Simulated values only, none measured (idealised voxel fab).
Name of the process module below: voxel capacitor over wiring
The cross-section shown here is cut; it is 255 nm wide and divided into square cells measuring 5 nm on a side.
For the purposes of this document, a cross-section shall be understood as a grid of square cells, specified as bands listed in top-to-bottom order, each band consisting of one or more rows of cells.
Each band's line starts with the height of the band's top and of its bottom, in nm. Then come its materials from left to right, each with its width in nm. One material with "everywhere" fills the band from edge to edge. "empty" is empty space.
Convention: height 0 is the level below which the wafer, as received, is all one material. The lowest band does not terminate at the bottom but continues downward, represented as "top 0, no bottom".
Quick explanation for "30->40": the width changes in equal steps down the rows of cells, from the first number in the band's top row to the second number in its bottom row.
"stayed the same", as given for a step, is the statement that not any cell of the cross-section underwent a change during that step.
Each empty space that has no open way to the top and spans at least 8 cells appears under "Enclosed internal cavities" as width x height at distance, the distance counted from the left edge, all in nm.
after a step's settings: what the simulator itself notes on the step
The line of a step may include "overlay nm". On a step with a mask, this value is how far to the right of its planned place the mask lay. A negative value means the mask lay to the left.

### Steps in the process plan
1: RECEIVE,material Si
2: CONFORMAL_DEP,material SiO2,thk nm 15
3: DIRECTIONAL_DEP,material TiN,thk nm 5
4: DIRECTIONAL_DEP,material Ru,thk nm 25
5: MASKED_ETCH,tone cover,mask id METAL_1,width nm 20,pitch nm 85,etch materials Ru,depth nm 25,overlay nm 0
6: MASKED_ETCH,tone cover,mask id METAL_1,width nm 20,pitch nm 85,etch materials TiN,depth nm 5,overlay nm 0
7: FILL_DEP,material SiO2,thk nm 10
8: CMP,height nm 45
9: CONFORMAL_DEP,material SiCN,thk nm 5
10: DIRECTIONAL_DEP,material SiO2,thk nm 20
11: DIRECTIONAL_DEP,material aC,thk nm 10
12: PATTERN,tone open,mask id PLUG_1,material resist,width nm 15,thk nm 30,overlay nm 0
13: DIRECTIONAL_ETCH,etch materials aC,depth nm 10
14: STRIP,etch materials resist
15: DIRECTIONAL_ETCH,etch materials SiO2,depth nm 20
16: DIRECTIONAL_ETCH,etch materials SiCN,depth nm 5
17: STRIP,etch materials aC
18: EPI,material Ru,thk nm 10
19: EPI,material Ru,thk nm 10
20: EPI,material Ru,thk nm 5
21: DIRECTIONAL_DEP,material TiN,thk nm 5
22: DIRECTIONAL_DEP,material HfO2,thk nm 5
23: DIRECTIONAL_DEP,material TiN,thk nm 5
24: MASKED_ETCH,tone cover,mask id UPPER_PLATE,width nm 70,etch materials TiN,depth nm 5,overlay nm 0
25: MASKED_ETCH,tone cover,mask id UPPER_PLATE,width nm 70,etch materials HfO2,depth nm 5,overlay nm 0
26: MASKED_ETCH,tone cover,mask id LOWER_PLATE,width nm 80,etch materials TiN,depth nm 5,overlay nm 0
27: FILL_DEP,material SiO2,thk nm 15
28: CMP,height nm 95
29: PATTERN,tone open,mask id PLUG_2,material resist,width nm 15,thk nm 15,overlay nm 0
30: DIRECTIONAL_ETCH,etch materials SiO2,depth nm 10
31: STRIP,etch materials resist
32: CONFORMAL_DEP,material TiN,thk nm 5
33: FILL_DEP,material Ru,thk nm 10
34: CMP,height nm 95
35: CONFORMAL_DEP,material SiCN,thk nm 5

### What follows covers the first of two wafers; it ran as planned

### So this is the incoming wafer in cross-section - it's already been through step 1
* top 0, no bottom: Si everywhere
* Enclosed internal cavities: none

### Cross-section through the wafer, step 2 finished
* top 15, bottom 0: SiO2 everywhere
* Lower than 0, everything is as it was.

### Cross-section through the wafer, step 3 finished
* top 20, bottom 15: TiN everywhere
* Lower than 15, everything is as it was.

### Cross-section through the wafer, step 4 finished
* top 45, bottom 20: Ru everywhere
* Lower than 20, everything is as it was.

### Cross-section through the wafer, step 5 finished
* top 45, bottom 20: 75 empty, then 20 Ru, then 65 empty, then 20 Ru, then 75 empty
* Lower than 20, everything is as it was.

### Cross-section through the wafer, step 6 finished
* top 45, bottom 20: 75 empty, then 20 Ru, then 65 empty, then 20 Ru, then 75 empty
* top 20, bottom 15: 75 empty, then 20 TiN, then 65 empty, then 20 TiN, then 75 empty
* Lower than 15, everything is as it was.

### Cross-section through the wafer, step 7 finished
* top 55, bottom 45: SiO2 everywhere
* top 45, bottom 20: 75 SiO2, then 20 Ru, then 65 SiO2, then 20 Ru, then 75 SiO2
* top 20, bottom 15: 75 SiO2, then 20 TiN, then 65 SiO2, then 20 TiN, then 75 SiO2
* Lower than 15, everything is as it was.

### Cross-section through the wafer, step 8 finished
* top 45, bottom 20: 75 SiO2, then 20 Ru, then 65 SiO2, then 20 Ru, then 75 SiO2
* Lower than 20, everything is as it was.

### Cross-section through the wafer, step 9 finished
* top 50, bottom 45: SiCN everywhere
* Lower than 45, everything is as it was.

### Cross-section through the wafer, step 10 finished
* top 70, bottom 50: SiO2 everywhere
* Lower than 50, everything is as it was.

### Cross-section through the wafer, step 11 finished
* top 80, bottom 70: aC everywhere
* Lower than 70, everything is as it was.

### Cross-section through the wafer, step 12 finished
* top 110, bottom 80: 80 resist, then 15 empty, then 160 resist
* Lower than 80, everything is as it was.

### Cross-section through the wafer, step 13 finished
* top 100, bottom 80: 80 resist, then 15 empty, then 160 resist
* top 80, bottom 70: 80 aC, then 15 empty, then 160 aC
* Lower than 70, everything is as it was.

### Cross-section through the wafer, step 14 finished
* top 80, bottom 70: 80 aC, then 15 empty, then 160 aC
* Lower than 70, everything is as it was.

### Cross-section through the wafer, step 15 finished
* top 80, bottom 70: 80 aC, then 15 empty, then 160 aC
* top 70, bottom 50: 80 SiO2, then 15 empty, then 160 SiO2
* Lower than 50, everything is as it was.

### Cross-section through the wafer, step 16 finished
* top 80, bottom 70: 80 aC, then 15 empty, then 160 aC
* top 70, bottom 50: 80 SiO2, then 15 empty, then 160 SiO2
* top 50, bottom 45: 80 SiCN, then 15 empty, then 160 SiCN
* Lower than 45, everything is as it was.

### Cross-section through the wafer, step 17 finished
* top 70, bottom 50: 80 SiO2, then 15 empty, then 160 SiO2
* Lower than 50, everything is as it was.

### Cross-section through the wafer, step 18 finished
* top 70, bottom 55: 80 SiO2, then 15 empty, then 160 SiO2
* top 55, bottom 50: 80 SiO2, then 15 Ru, then 160 SiO2
* top 50, bottom 45: 80 SiCN, then 15 Ru, then 160 SiCN
* Lower than 45, everything is as it was.

### Cross-section through the wafer, step 19 finished
* top 70, bottom 65: 80 SiO2, then 15 empty, then 160 SiO2
* top 65, bottom 50: 80 SiO2, then 15 Ru, then 160 SiO2
* Lower than 50, everything is as it was.

### Cross-section through the wafer, step 20 finished
* top 70, bottom 50: 80 SiO2, then 15 Ru, then 160 SiO2
* Lower than 50, everything is as it was.

### Cross-section through the wafer, step 21 finished
* top 75, bottom 70: TiN everywhere
* Lower than 70, everything is as it was.

### Cross-section through the wafer, step 22 finished
* top 80, bottom 75: HfO2 everywhere
* Lower than 75, everything is as it was.

### Cross-section through the wafer, step 23 finished
* top 85, bottom 80: TiN everywhere
* Lower than 80, everything is as it was.

### Cross-section through the wafer, step 24 finished
* top 85, bottom 80: 80 empty, then 70 TiN, then 105 empty
* Lower than 80, everything is as it was.

### Cross-section through the wafer, step 25 finished
* top 85, bottom 80: 80 empty, then 70 TiN, then 105 empty
* top 80, bottom 75: 80 empty, then 70 HfO2, then 105 empty
* Lower than 75, everything is as it was.

### Cross-section through the wafer, step 26 finished
* top 85, bottom 80: 80 empty, then 70 TiN, then 105 empty
* top 80, bottom 75: 80 empty, then 70 HfO2, then 105 empty
* top 75, bottom 70: 75 empty, then 80 TiN, then 100 empty
* Lower than 70, everything is as it was.

### Cross-section through the wafer, step 27 finished
* top 100, bottom 85: SiO2 everywhere
* top 85, bottom 80: 80 SiO2, then 70 TiN, then 105 SiO2
* top 80, bottom 75: 80 SiO2, then 70 HfO2, then 105 SiO2
* top 75, bottom 70: 75 SiO2, then 80 TiN, then 100 SiO2
* Lower than 70, everything is as it was.

### Cross-section through the wafer, step 28 finished
* top 95, bottom 85: SiO2 everywhere
* Lower than 85, everything is as it was.

### Cross-section through the wafer, step 29 finished
* top 110, bottom 95: 90 resist, then 15 empty, then 150 resist
* Lower than 95, everything is as it was.

### Cross-section through the wafer, step 30 finished
* top 110, bottom 95: 90 resist, then 15 empty, then 150 resist
* top 95, bottom 85: 90 SiO2, then 15 empty, then 150 SiO2
* Lower than 85, everything is as it was.

### Cross-section through the wafer, step 31 finished
* top 95, bottom 85: 90 SiO2, then 15 empty, then 150 SiO2
* Lower than 85, everything is as it was.

### Cross-section through the wafer, step 32 finished
* top 100, bottom 95: 95 TiN, then 5 empty, then 155 TiN
* top 95, bottom 90: 90 SiO2, then 5 TiN, then 5 empty, then 5 TiN, then 150 SiO2
* top 90, bottom 80: 90->80 SiO2, then 15->70 TiN, then 150->105 SiO2
* Lower than 80, everything is as it was.

### Cross-section through the wafer, step 33 finished
* top 110, bottom 100: Ru everywhere
* top 100, bottom 95: 95 TiN, then 5 Ru, then 155 TiN
* top 95, bottom 90: 90 SiO2, then 5 TiN, then 5 Ru, then 5 TiN, then 150 SiO2
* Lower than 90, everything is as it was.

### Cross-section through the wafer, step 34 finished
* top 95, bottom 90: 90 SiO2, then 5 TiN, then 5 Ru, then 5 TiN, then 150 SiO2
* Lower than 90, everything is as it was.

### Cross-section through the wafer, step 35 finished
* top 100, bottom 95: SiCN everywhere
* Lower than 95, everything is as it was.

### Companion wafer, the second of two: same beginning, same intended sequence, one mistake in carrying it out; through step 17 inclusive it tracks the first exactly

### Second wafer, section view, time point: scheduled end of step 19
* top 75, bottom 70: 75 empty, then 25 Ru, then 155 empty
* top 70, bottom 50: 80 SiO2, then 15 Ru, then 160 SiO2
* top 50, bottom 45: 80 SiCN, then 15 Ru, then 160 SiCN
* Lower than 45, everything is as it was.

### Second wafer, section view, time point: scheduled end of step 20
* top 80, bottom 70: 70 empty, then 35 Ru, then 150 empty
* Lower than 70, everything is as it was.

### Second wafer, section view, time point: scheduled end of step 21
* top 85, bottom 80: 70 empty, then 35 TiN, then 150 empty
* top 80, bottom 75: 70 empty, then 35 Ru, then 150 empty
* top 75, bottom 70: 70 TiN, then 35 Ru, then 150 TiN
* Lower than 70, everything is as it was.

### Second wafer, section view, time point: scheduled end of step 22
* top 90, bottom 85: 70 empty, then 35 HfO2, then 150 empty
* top 85, bottom 80: 70 empty, then 35 TiN, then 150 empty
* top 80, bottom 75: 70 HfO2, then 35 Ru, then 150 HfO2
* Lower than 75, everything is as it was.

### Second wafer, section view, time point: scheduled end of step 23
* top 95, bottom 90: 70 empty, then 35 TiN, then 150 empty
* top 90, bottom 85: 70 empty, then 35 HfO2, then 150 empty
* top 85, bottom 80: TiN everywhere
* Lower than 80, everything is as it was.

### Second wafer, section view, time point: scheduled end of step 24
* top 95, bottom 90: 80 empty, then 25 TiN, then 150 empty
* top 90, bottom 85: 70 empty, then 35 HfO2, then 150 empty
* top 85, bottom 80: 70 empty, then 80 TiN, then 105 empty
* Lower than 80, everything is as it was.

### Second wafer, section view, time point: scheduled end of step 25
* top 95, bottom 90: 80 empty, then 25 TiN, then 150 empty
* top 90, bottom 85: 80 empty, then 25 HfO2, then 150 empty
* top 85, bottom 80: 70 empty, then 80 TiN, then 105 empty
* top 80, bottom 75: 70 empty, then 35 Ru, then 45 HfO2, then 105 empty
* Lower than 75, everything is as it was.

### Second wafer, section view, time point: scheduled end of step 26
* top 95, bottom 90: 80 empty, then 25 TiN, then 150 empty
* top 90, bottom 85: 80 empty, then 25 HfO2, then 150 empty
* top 85, bottom 80: 75 empty, then 75 TiN, then 105 empty
* top 80, bottom 75: 70 empty, then 35 Ru, then 45 HfO2, then 105 empty
* top 75, bottom 70: 70 empty, then 35 Ru, then 50 TiN, then 100 empty
* Lower than 70, everything is as it was.

### Second wafer, section view, time point: scheduled end of step 27
* top 110, bottom 95: SiO2 everywhere
* top 95, bottom 90: 80 SiO2, then 25 TiN, then 150 SiO2
* top 90, bottom 85: 80 SiO2, then 25 HfO2, then 150 SiO2
* top 85, bottom 80: 75 SiO2, then 75 TiN, then 105 SiO2
* top 80, bottom 75: 70 SiO2, then 35 Ru, then 45 HfO2, then 105 SiO2
* top 75, bottom 70: 70 SiO2, then 35 Ru, then 50 TiN, then 100 SiO2
* Lower than 70, everything is as it was.

### Second wafer, section view, time point: scheduled end of step 28
* top 95, bottom 90: 80 SiO2, then 25 TiN, then 150 SiO2
* Lower than 90, everything is as it was.

### Second wafer, section view, time point: scheduled end of step 29
* top 110, bottom 95: 90 resist, then 15 empty, then 150 resist
* Lower than 95, everything is as it was.

Second wafer, section view, time point: scheduled end of step 30: stayed the same

### Second wafer, section view, time point: scheduled end of step 31
* top 95, bottom 90: 80 SiO2, then 25 TiN, then 150 SiO2
* Lower than 90, everything is as it was.

### Second wafer, section view, time point: scheduled end of step 32
* top 100, bottom 95: TiN everywhere
* Lower than 95, everything is as it was.

### Second wafer, section view, time point: scheduled end of step 33
* top 110, bottom 100: Ru everywhere
* Lower than 100, everything is as it was.

### Second wafer, section view, time point: scheduled end of step 34
* top 95, bottom 90: 80 SiO2, then 25 TiN, then 150 SiO2
* Lower than 90, everything is as it was.

### Second wafer, section view, time point: scheduled end of step 35
* top 100, bottom 95: SiCN everywhere
* Lower than 95, everything is as it was.
Error vs. plan: one of the indistinguishable steps 18 and 19 was run twice, its identity unknown
Heads up, by the end the second wafer has more or fewer cells of some materials compared to the first: 13 more of Ru, 8 fewer of SiO2, 5 fewer of TiN
